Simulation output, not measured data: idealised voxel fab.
The following is a process module called voxel gate over fins.
Each square cell in cross-section cut measures 5 nm, and the section as a whole is 235 nm wide.
Cross-section spec: square-cell grid; bands listed top down; each band is one or more rows. Per band: top height and bottom height in nm, followed by the left-to-right materials and their widths in nm; "full width" marks a single material spanning edge to edge, "air" marks empty space. Note: height 0 marks the level under which the wafer is uniformly one material as received. Lowest band unbounded below, written "0..down". Width "30..40": first value at the band's top row of cells, second value at its bottom row, equal change from row to row. When a step is marked "changes: none", none of the cells in the cross-section changed during that step. Empty spaces counting at least 8 cells and having no open way to the top are listed in "Unvented voids". The notation width x height at distance is used for each, the distance being from the left edge and all three values in nm. On each step's line, the part that comes after the settings is the simulator's own comment on the step. Each step line may optionally specify "overlay nm", which for a step with a mask gives the rightward distance between the mask's planned place and where it lay, a negative value indicating the leftward direction.
### Set out below are the planned steps of the process
1: op RECEIVE | material Si
2: op CONFORMAL_DEP | material SiN | thk nm 5
3: op MASKED_ETCH | tone cover | mask id FINS | width nm 15 | pitch nm 55 | etch materials SiN | depth nm 5 | overlay nm 0
4: op MASKED_ETCH | tone cover | mask id FINS | width nm 15 | pitch nm 55 | etch materials Si | depth nm 40 | overlay nm 0
5: op OXIDIZE | depth nm 5
6: op FILL_DEP | material SiO2 | thk nm 5
7: op CMP | height nm 5
8: op MASKED_ETCH | tone open | mask id RAIL | width nm 15 | etch materials SiO2 | depth nm 40 | overlay nm 0
9: op CONFORMAL_DEP | material TiN | thk nm 5
10: op FILL_DEP | material W | thk nm 5
11: op CMP | height nm 5
12: op SELECTIVE_ETCH | etch materials W Ru TiN | depth nm 25
13: op FILL_DEP | material SiO2 | thk nm 5
14: op CMP | height nm 5
15: op SELECTIVE_ETCH | etch materials SiO2 | depth nm 15
16: op STRIP | etch materials SiN
17: op CONFORMAL_DEP | material HfO2 | thk nm 5
18: op CONFORMAL_DEP | material TiN | thk nm 5
19: op CONFORMAL_DEP | material TiAl | thk nm 5
20: op CONFORMAL_DEP | material TiN | thk nm 5
21: op FILL_DEP | material W | thk nm 10
22: op CMP | height nm 25
23: op CONFORMAL_DEP | material SiN | thk nm 10
### Wafer as received: cross-section following step 1
* 0..down: Si full width
* Unvented voids: none
### Looking at the first of two wafers in cross-section at end of module - ran to plan
* 35..25: SiN full width
* 25..20: W full width
* 20..15: W (40), TiN (45), W (10), TiN (45), W (10), TiN (45), W (40)
* 15..10: W (40), TiN (5), TiAl (35), TiN (5), W (10), TiN (5), TiAl (35), TiN (5), W (10), TiN (5), TiAl (35), TiN (5), W (40)
* 10..5: TiN (45), TiAl (5), TiN (25), TiAl (5), TiN (20), TiAl (5), TiN (25), TiAl (5), TiN (20), TiAl (5), TiN (25), TiAl (5), TiN (45)
* 5..0: TiAl (50), TiN (5), HfO2 (15), TiN (5), TiAl (30), TiN (5), HfO2 (15), TiN (5), TiAl (30), TiN (5), HfO2 (15), TiN (5), TiAl (50)
* 0..-5: TiN (55), HfO2 (5), Si (5), HfO2 (5), TiN (40), HfO2 (5), Si (5), HfO2 (5), TiN (40), HfO2 (5), Si (5), HfO2 (5), TiN (55)
* -5..-10: HfO2 (60), Si (5), HfO2 (50), Si (5), HfO2 (50), Si (5), HfO2 (60)
* -10..-20: SiO2 (60), Si (5), SiO2 (50), Si (5), SiO2 (50), Si (5), SiO2 (60)
* -20..-30: SiO2 (60), Si (5), SiO2 (15), TiN (5), W (5), TiN (5), SiO2 (20), Si (5), SiO2 (50), Si (5), SiO2 (60)
* -30..-35: SiO2 (60), Si (5), SiO2 (15), TiN (15), SiO2 (20), Si (5), SiO2 (50), Si (5), SiO2 (60)
* -35..-45: SiO2 (60), Si (5), SiO2 (50), Si (5), SiO2 (50), Si (5), SiO2 (60)
* -45..down: Si full width
* Unvented voids: none
### Second wafer through the module, sectioned at the end: same beginning and same plan as the first wafer, with one mistake in carrying it out
* 35..25: SiN full width
* 25..20: W full width
* 20..15: W (40), TiN (45), W (10), TiN (45), W (10), TiN (45), W (40)
* 15..10: W (40), TiN (5), TiAl (35), TiN (5), W (10), TiN (5), TiAl (35), TiN (5), W (10), TiN (5), TiAl (35), TiN (5), W (40)
* 10..5: TiN (45), TiAl (5), TiN (25), TiAl (5), TiN (20), TiAl (5), TiN (25), TiAl (5), TiN (20), TiAl (5), TiN (25), TiAl (5), TiN (45)
* 5..0: TiAl (50), TiN (5), HfO2 (15), TiN (5), TiAl (30), TiN (5), HfO2 (15), TiN (5), TiAl (30), TiN (5), HfO2 (15), TiN (5), TiAl (50)
* 0..-5: TiN (55), HfO2 (5), Si (5), HfO2 (5), TiN (40), HfO2 (5), Si (5), HfO2 (5), TiN (40), HfO2 (5), Si (5), HfO2 (5), TiN (55)
* -5..-10: HfO2 (60), Si (5), HfO2 (50), Si (5), HfO2 (50), Si (5), HfO2 (60)
* -10..-20: SiO2 (60), Si (5), SiO2 (50), Si (5), SiO2 (50), Si (5), SiO2 (60)
* -20..-30: SiO2 (60), Si (5), SiO2 (15), TiN (5), W (5), TiN (5), SiO2 (20), Si (5), SiO2 (50), Si (5), SiO2 (60)
* -30..-35: SiO2 (60), Si (5), SiO2 (15), TiN (15), SiO2 (20), Si (5), SiO2 (50), Si (5), SiO2 (60)
* -35..-85: SiO2 (60), Si (5), SiO2 (50), Si (5), SiO2 (50), Si (5), SiO2 (60)
* -85..down: Si full width
* Unvented voids: none
Deviation noted in wafer processing: step 4 of the plan was carried out twice
The second wafer ends with more or fewer cells of some materials than the first, per final count: 352 fewer of Si | 352 more of SiO2
